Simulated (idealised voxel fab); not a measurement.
Process module heading - voxel capacitor over wiring
Section shown: cut. Width: 220 nm. Cell size: 5 nm, square.
Throughout this document, each cross-section is represented as a grid of square cells and is presented as a sequence of bands enumerated from the top downward, where a band comprises one or more rows of cells. It is stipulated that each band's entry specify, in nanometres, the height of the top of the band and then that of its bottom, followed by the materials of the band in left-to-right sequence, each together with its width in nanometres. A single material marked by the word "all across" is understood to fill the band from edge to edge; the word "empty" is understood to denote empty space. Heights are measured from 0, the level below which the as-received wafer is all one material; the lowest band has no bottom and continues downward, written as in "0..down". A two-number width, for instance "30 to 40", indicates that the width is equal to the first number in the top row of the band and to the second number in the bottom row, and that it changes by a constant amount per row of cells. Take "no alterations made" at face value: in the step it is given for, the cross-section changed in none of its cells. You'll see "Enclosed voids" listing empty spaces that have no way open to the top, as long as they're 8 cells or more; the notation is width x height at distance, where the distance is from the left edge, and all of it is in nm. Text after the settings on a step's line: the simulator's own remark on that step. "overlay nm", when on a step's line for a step with a mask, measures how far to the right of its planned place the mask lay; a negative measure means to the left.

So here's the lineup of process steps we planned
1: RECEIVE with material Si
2: CONFORMAL_DEP with material SiO2, thk nm 15
3: CONFORMAL_DEP with material SiN, thk nm 5
4: DIRECTIONAL_DEP with material SiO2, thk nm 25
5: MASKED_ETCH with tone open, mask id METAL_1, width nm 20, pitch nm 80, etch materials SiO2, depth nm 25, overlay nm 0
6: MASKED_ETCH with tone open, mask id METAL_1, width nm 20, pitch nm 80, etch materials SiN, depth nm 5, overlay nm 0
7: CONFORMAL_DEP with material TiN, thk nm 5
8: FILL_DEP with material Ru, thk nm 10
9: CMP with height nm 45
10: EPI with material Ru, thk nm 5
11: FILL_DEP with material SiCN, thk nm 5
12: DIRECTIONAL_DEP with material lowk, thk nm 10
13: MASKED_ETCH with tone open, mask id PLUG_1, width nm 15, etch materials lowk, depth nm 10, overlay nm 0
14: MASKED_ETCH with tone open, mask id PLUG_1, width nm 15, etch materials SiCN, depth nm 5, overlay nm 0
15: EPI with material Ru, thk nm 10
16: EPI with material Ru, thk nm 5
17: DIRECTIONAL_DEP with material TiN, thk nm 10
18: DIRECTIONAL_DEP with material Al2O3, thk nm 5
19: DIRECTIONAL_DEP with material TiN, thk nm 10
20: PATTERN with tone cover, mask id UPPER_PLATE, material resist, width nm 65, thk nm 20, overlay nm 0
21: DIRECTIONAL_ETCH with etch materials TiN, depth nm 10
22: DIRECTIONAL_ETCH with etch materials Al2O3, depth nm 5
23: STRIP with etch materials resist
24: DIRECTIONAL_DEP with material aC, thk nm 15
25: PATTERN with tone cover, mask id LOWER_PLATE, material resist, width nm 75, thk nm 30, overlay nm 0
26: DIRECTIONAL_ETCH with etch materials aC, depth nm 15
27: STRIP with etch materials resist
28: DIRECTIONAL_ETCH with etch materials TiN, depth nm 10
29: STRIP with etch materials aC
30: FILL_DEP with material SiO2, thk nm 15
31: CMP with height nm 100
32: DIRECTIONAL_DEP with material aC, thk nm 15
33: PATTERN with tone open, mask id PLUG_2, material resist, width nm 15, thk nm 35, overlay nm 0
34: DIRECTIONAL_ETCH with etch materials aC, depth nm 15
35: STRIP with etch materials resist
36: DIRECTIONAL_ETCH with etch materials SiO2, depth nm 10
37: STRIP with etch materials aC
38: CONFORMAL_DEP with material TiN, thk nm 5
39: FILL_DEP with material Ru, thk nm 5
40: CMP with height nm 100
41: CONFORMAL_DEP with material SiN, thk nm 5

Cross-sectional view of the wafer in its as-received condition, corresponding to the state after step 1
> 0..down = Si all across
> Enclosed voids: none

Cross-section taken at module completion on the first of two wafers; processed per the plan
> 105..100 = SiN all across
> 100..95 = SiO2 75 nm, TiN 5 nm, Ru 5 nm, TiN 5 nm, SiO2 130 nm
> 95..90 = SiO2 75 nm, TiN 15 nm, SiO2 130 nm
> 90..80 = SiO2 65 nm, TiN 65 nm, SiO2 90 nm
> 80..75 = SiO2 65 nm, Al2O3 65 nm, SiO2 90 nm
> 75..65 = SiO2 60 nm, TiN 75 nm, SiO2 85 nm
> 65..55 = lowk 65 nm, Ru 15 nm, lowk 140 nm
> 55..50 = SiCN 65 nm, Ru 15 nm, SiCN 140 nm
> 50..45 = SiCN 55 nm, Ru 30 nm, SiCN 50 nm, Ru 30 nm, SiCN 55 nm
> 45..20 = SiO2 60 nm, TiN 5 nm, Ru 10 nm, TiN 5 nm, SiO2 60 nm, TiN 5 nm, Ru 10 nm, TiN 5 nm, SiO2 60 nm
> 20..15 = SiN 60 nm, TiN 20 nm, SiN 60 nm, TiN 20 nm, SiN 60 nm
> 15..0 = SiO2 all across
> 0..down = Si all across
> Enclosed voids: none

The second wafer, shown in cross-section after the module: started the same way as the first and given the same plan, yet one mistake crept into how it was run
> 105..100 = SiN all across
> 100..95 = SiO2 75 nm, TiN 5 nm, Ru 5 nm, TiN 5 nm, SiO2 130 nm
> 95..90 = SiO2 75 nm, TiN 15 nm, SiO2 130 nm
> 90..85 = SiO2 65 nm, Al2O3 65 nm, SiO2 90 nm
> 85..75 = SiO2 60 nm, TiN 75 nm, SiO2 85 nm
> 75..65 = TiN all across
> 65..55 = lowk 65 nm, Ru 15 nm, lowk 140 nm
> 55..50 = SiCN 65 nm, Ru 15 nm, SiCN 140 nm
> 50..45 = SiCN 55 nm, Ru 30 nm, SiCN 50 nm, Ru 30 nm, SiCN 55 nm
> 45..20 = SiO2 60 nm, TiN 5 nm, Ru 10 nm, TiN 5 nm, SiO2 60 nm, TiN 5 nm, Ru 10 nm, TiN 5 nm, SiO2 60 nm
> 20..15 = SiN 60 nm, TiN 20 nm, SiN 60 nm, TiN 20 nm, SiN 60 nm
> 15..0 = SiO2 all across
> 0..down = Si all across
> Enclosed voids: none
What broke from the plan during processing? steps 18 and 19 got flipped, so each one ran where the other should have
Heads up, by the end the second wafer has more or fewer cells of some materials compared to the first: SiO2: 62 fewer | TiN: 62 more
